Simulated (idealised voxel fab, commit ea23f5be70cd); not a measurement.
The process module that follows is named voxel lift off.
Each square cell in cross-section cut measures 5 nm, and the section as a whole is 285 nm wide.
In this document a cross-section is written as a grid of square cells. It is given as a series of bands, listed from the top down, and a band is one or more rows of cells. Read a band's entry like this: the first values are the height of its top and the height of its bottom in nm, and what follows is the sequence of materials from left to right, each with its width in nm. Note that "air" is empty space, and that a single material marked "edge to edge" reaches across the band from edge to edge. It should be noted that heights are counted from 0, beneath which the wafer as supplied is of one material throughout, and that the lowest band possesses no lower boundary but continues downward, as written in "0 nm and below". Top row gets the first number, bottom row gets the second, and each row in between changes by the same step: that is how a band width like "30..40" works. You'll sometimes find "nothing different" written for a step, and that's the way of saying that nowhere in the cross-section did a cell change during that step. Look at "Fully enclosed voids" for the closed voids: empty spaces with no open path to the top, sized 8 cells or up. Each is width x height at distance, distance from the left edge, all nm. Note: text after step settings on the step line = simulator remark on that step. Regarding "overlay nm": on a step with a mask, it is the distance the mask lay to the right of its planned place; a negative value places it to the left.

LIST OF PLANNED PROCESS STEPS
1,RECEIVE (material Si)
2,CONFORMAL_DEP (material SiO2; thk nm 15)
3,PATTERN (tone open; mask id LINES; material resist; width nm 25; pitch nm 40; thk nm 20; overlay nm 0)
4,DIRECTIONAL_DEP (material Ru; thk nm 10)
5,STRIP (etch materials resist)
6,CONFORMAL_DEP (material SiN; thk nm 10)

FIRST OF TWO WAFERS: RUN AS PLANNED

CROSS-SECTION: WAFER ON ARRIVAL = AFTER STEP 1
* 0 nm and below | Si edge to edge
* Fully enclosed voids: none

UPON COMPLETION OF STEP 2, THE WAFER APPEARS IN CROSS-SECTION AS SHOWN
* 15 nm to 0 nm | SiO2 edge to edge
* Below 0 it's all the same as before, nothing changed down there.

UPON COMPLETION OF STEP 3, THE WAFER APPEARS IN CROSS-SECTION AS SHOWN
* 35 nm to 15 nm | resist: 110, then air: 25, then resist: 15, then air: 25, then resist: 110
* Below 15 it's all the same as before, nothing changed down there.

UPON COMPLETION OF STEP 4, THE WAFER APPEARS IN CROSS-SECTION AS SHOWN
* 45 nm to 35 nm | Ru: 110, then air: 25, then Ru: 15, then air: 25, then Ru: 110
* 35 nm to 25 nm | resist: 110, then air: 25, then resist: 15, then air: 25, then resist: 110
* 25 nm to 15 nm | resist: 110, then Ru: 25, then resist: 15, then Ru: 25, then resist: 110
* Below 15 it's all the same as before, nothing changed down there.

UPON COMPLETION OF STEP 5, THE WAFER APPEARS IN CROSS-SECTION AS SHOWN
* 25 nm to 15 nm | air: 110, then Ru: 25, then air: 15, then Ru: 25, then air: 110
* Below 15 it's all the same as before, nothing changed down there.

UPON COMPLETION OF STEP 6, THE WAFER APPEARS IN CROSS-SECTION AS SHOWN
* 35 nm to 25 nm | air: 100, then SiN: 85, then air: 100
* 25 nm to 15 nm | SiN: 110, then Ru: 25, then SiN: 15, then Ru: 25, then SiN: 110
* Below 15 it's all the same as before, nothing changed down there.

WAFER TWO OF THE PAIR: SAME ORIGIN, SAME PLAN, ONE ERROR DURING THE RUN; IDENTICAL TO WAFER ONE UP TO AND INCLUDING STEP 2

SECOND WAFER SHOWN IN CROSS-SECTION AT THE TIME STEP 3 WAS SLATED TO END
* 35 nm to 15 nm | resist: 115, then air: 25, then resist: 15, then air: 25, then resist: 105
* Below 15 it's all the same as before, nothing changed down there.

SECOND WAFER SHOWN IN CROSS-SECTION AT THE TIME STEP 4 WAS SLATED TO END
* 45 nm to 35 nm | Ru: 115, then air: 25, then Ru: 15, then air: 25, then Ru: 105
* 35 nm to 25 nm | resist: 115, then air: 25, then resist: 15, then air: 25, then resist: 105
* 25 nm to 15 nm | resist: 115, then Ru: 25, then resist: 15, then Ru: 25, then resist: 105
* Below 15 it's all the same as before, nothing changed down there.

SECOND WAFER SHOWN IN CROSS-SECTION AT THE TIME STEP 5 WAS SLATED TO END
* 25 nm to 15 nm | air: 115, then Ru: 25, then air: 15, then Ru: 25, then air: 105
* Below 15 it's all the same as before, nothing changed down there.

SECOND WAFER SHOWN IN CROSS-SECTION AT THE TIME STEP 6 WAS SLATED TO END
* 35 nm to 25 nm | air: 105, then SiN: 85, then air: 95
* 25 nm to 15 nm | SiN: 115, then Ru: 25, then SiN: 15, then Ru: 25, then SiN: 105
* Below 15 it's all the same as before, nothing changed down there.
Processing error: for step 3, the planned setting was not used; the step was instead run as PATTERN (tone open; mask id LINES; material resist; width nm 25; pitch nm 40; thk nm 20; overlay nm 5)
At the end, the second wafer has the same number of cells of each material as the first, but those cells sit in other places.
